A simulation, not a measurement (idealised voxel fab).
process module | voxel transistor to metal
cross-section cut | 155 nm wide | cells 5 nm
A cross-section is a grid of square cells, given in bands from the top down. A band is one or more rows of cells.
Each band's line starts with the height of the band's top and of its bottom, in nm. Then come its materials from left to right, each with its width in nm. One material with "throughout" fills the band from edge to edge. "air" is empty space.
Height 0 is the level under which the wafer as received is all one material. The lowest band goes on downwards, as in "0 down".
A width such as "30 to 40" changes by the same amount from each row of cells to the next, from the band's top row to its bottom row.
"no change" after a step means that no cell of the cross-section changed.
closed voids: empty space of 8 cells or more with no open way to the top, each as width x height at its distance from the left edge, in nm
after a step's settings: what the simulator itself notes on the step
overlay nm, on a step with a mask: how far to the right of its planned place the mask lay; to the left if negative
plan
1 op RECEIVE | material Si
2 op OXIDIZE | depth nm 5
3 op CONFORMAL_DEP | material SiN | thk nm 10
4 op MASKED_ETCH | tone cover | mask id ACTIVE | width nm 105 | etch materials SiN | depth nm 10 | overlay nm 0
5 op MASKED_ETCH | tone cover | mask id ACTIVE | width nm 105 | etch materials SiO2 | depth nm 5 | overlay nm 0
6 op MASKED_ETCH | tone cover | mask id ACTIVE | width nm 105 | etch materials Si | depth nm 25 | overlay nm 0
7 op OXIDIZE | depth nm 5
8 op FILL_DEP | material SiO2 | thk nm 5
9 op CMP | height nm 10
10 op SELECTIVE_ETCH | etch materials SiO2 | depth nm 10
11 op STRIP | etch materials SiN
12 op SELECTIVE_ETCH | etch materials SiO2 | depth nm 5
13 op OXIDIZE | depth nm 5
14 op DIRECTIONAL_DEP | material polySi | thk nm 30
15 op DIRECTIONAL_DEP | material SiCN | thk nm 15
16 op DIRECTIONAL_DEP | material aC | thk nm 15
17 op PATTERN | tone cover | mask id GATE | material resist | width nm 25 | thk nm 30 | overlay nm 0
18 op DIRECTIONAL_ETCH | etch materials aC | depth nm 15
19 op STRIP | etch materials resist
20 op DIRECTIONAL_ETCH | etch materials SiCN | depth nm 25
21 op DIRECTIONAL_ETCH | etch materials polySi | depth nm 40
22 op STRIP | etch materials aC
23 op CONFORMAL_DEP | material SiO2 | thk nm 5
24 op DIRECTIONAL_ETCH | etch materials SiO2 | depth nm 5
25 op CONFORMAL_DEP | material SiN | thk nm 5
26 op DIRECTIONAL_ETCH | etch materials SiN | depth nm 5
27 op DIRECTIONAL_ETCH | etch materials SiO2 | depth nm 5
28 op EPI | material nSi | thk nm 5
29 op FILL_DEP | material SiO2 | thk nm 10
30 op CMP | height nm 25
31 op STRIP | etch materials polySi
32 op SELECTIVE_ETCH | etch materials SiO2 | depth nm 5
33 op CONFORMAL_DEP | material HfO2 | thk nm 5
34 op CONFORMAL_DEP | material TiN | thk nm 5
35 op FILL_DEP | material W | thk nm 5
36 op CMP | height nm 20
37 op DIRECTIONAL_DEP | material SiO2 | thk nm 15
38 op DIRECTIONAL_DEP | material aC | thk nm 15
39 op PATTERN | tone open | mask id CONTACT | material resist | width nm 20 | pitch nm 75 | thk nm 35 | overlay nm 0
40 op DIRECTIONAL_ETCH | etch materials aC | depth nm 15
41 op STRIP | etch materials resist
42 op DIRECTIONAL_ETCH | etch materials SiO2 | depth nm 40
43 op STRIP | etch materials aC
44 op CONFORMAL_DEP | material TiN | thk nm 5
45 op FILL_DEP | material W | thk nm 5
46 op CMP | height nm 35
47 op CONFORMAL_DEP | material SiCN | thk nm 5
48 op DIRECTIONAL_DEP | material lowk | thk nm 25
49 op PATTERN | tone open | mask id METAL_1 | material resist | width nm 20 | pitch nm 75 | thk nm 20 | overlay nm 0
50 op DIRECTIONAL_ETCH | etch materials lowk | depth nm 25
51 op DIRECTIONAL_ETCH | etch materials SiCN | depth nm 5
52 op STRIP | etch materials resist
53 op CONFORMAL_DEP | material TiN | thk nm 5
54 op FILL_DEP | material Ru | thk nm 5
55 op CMP | height nm 65
56 op EPI | material Ru | thk nm 5
57 op FILL_DEP | material SiCN | thk nm 5
58 op DIRECTIONAL_DEP | material SiO2 | thk nm 30
59 op PATTERN | tone open | mask id METAL_2_HOLES | material resist | width nm 15 | pitch nm 75 | thk nm 15 | overlay nm 0
60 op DIRECTIONAL_ETCH | etch materials SiO2 | depth nm 30
61 op STRIP | etch materials resist
62 op DIRECTIONAL_DEP | material aC | thk nm 10
63 op PATTERN | tone open | mask id METAL_2 | material resist | width nm 20 | pitch nm 75 | thk nm 25 | overlay nm 0
64 op DIRECTIONAL_ETCH | etch materials aC | depth nm 10
65 op STRIP | etch materials resist
66 op DIRECTIONAL_ETCH | etch materials SiO2 | depth nm 15
67 op DIRECTIONAL_ETCH | etch materials SiCN | depth nm 5
68 op STRIP | etch materials aC
69 op CONFORMAL_DEP | material TiN | thk nm 5
70 op FILL_DEP | material Cu | thk nm 10
71 op CMP | height nm 105
72 op CONFORMAL_DEP | material SiCN | thk nm 5
as received, after step 1
  0 down: Si throughout
  closed voids: none
a wafer at the end: this start, this plan, one mistake
  110 to 105: SiCN throughout
  105 to 95: SiO2 25 | TiN 5 | Cu 10 | TiN 5 | SiO2 55 | TiN 5 | Cu 10 | TiN 5 | SiO2 35
  95 to 90: SiO2 25 | TiN 10 | Cu 5 | TiN 5 | SiO2 55 | TiN 10 | Cu 5 | TiN 5 | SiO2 35
  90 to 75: SiO2 30 | TiN 5 | Cu 5 | TiN 5 | SiO2 60 | TiN 5 | Cu 5 | TiN 5 | SiO2 35
  75 to 70: SiCN 30 | TiN 15 | SiCN 60 | TiN 15 | SiCN 35
  70 to 65: SiCN 25 | Ru 30 | SiCN 45 | Ru 30 | SiCN 25
  65 to 40: lowk 30 | TiN 5 | Ru 10 | TiN 5 | lowk 55 | TiN 5 | Ru 10 | TiN 5 | lowk 30
  40 to 35: SiCN 30 | TiN 20 | SiCN 55 | TiN 20 | SiCN 30
  35 to 20: SiO2 30 | TiN 5 | W 10 | TiN 5 | SiO2 55 | TiN 5 | W 10 | TiN 5 | SiO2 30
  20 to 0: SiO2 30 | TiN 5 | W 10 | TiN 5 | SiO2 5 | SiN 5 | HfO2 5 | TiN 5 | W 15 | TiN 5 | HfO2 5 | SiN 5 | SiO2 5 | TiN 5 | W 10 | TiN 5 | SiO2 30
  0 to -5: SiO2 30 | TiN 20 | SiO2 5 | SiN 5 | HfO2 5 | TiN 25 | HfO2 5 | SiN 5 | SiO2 5 | TiN 20 | SiO2 30
  -5 to -10: SiO2 25 | nSi 30 | SiO2 5 | HfO2 35 | SiO2 5 | nSi 30 | SiO2 25
  -10 to -35: SiO2 30 | Si 95 | SiO2 30
  -35 down: Si throughout
  closed voids: none
what went wrong: step 63 ran as: op PATTERN | tone open | mask id METAL_2 | material resist | width nm 20 | pitch nm 75 | thk nm 25 | overlay nm -5
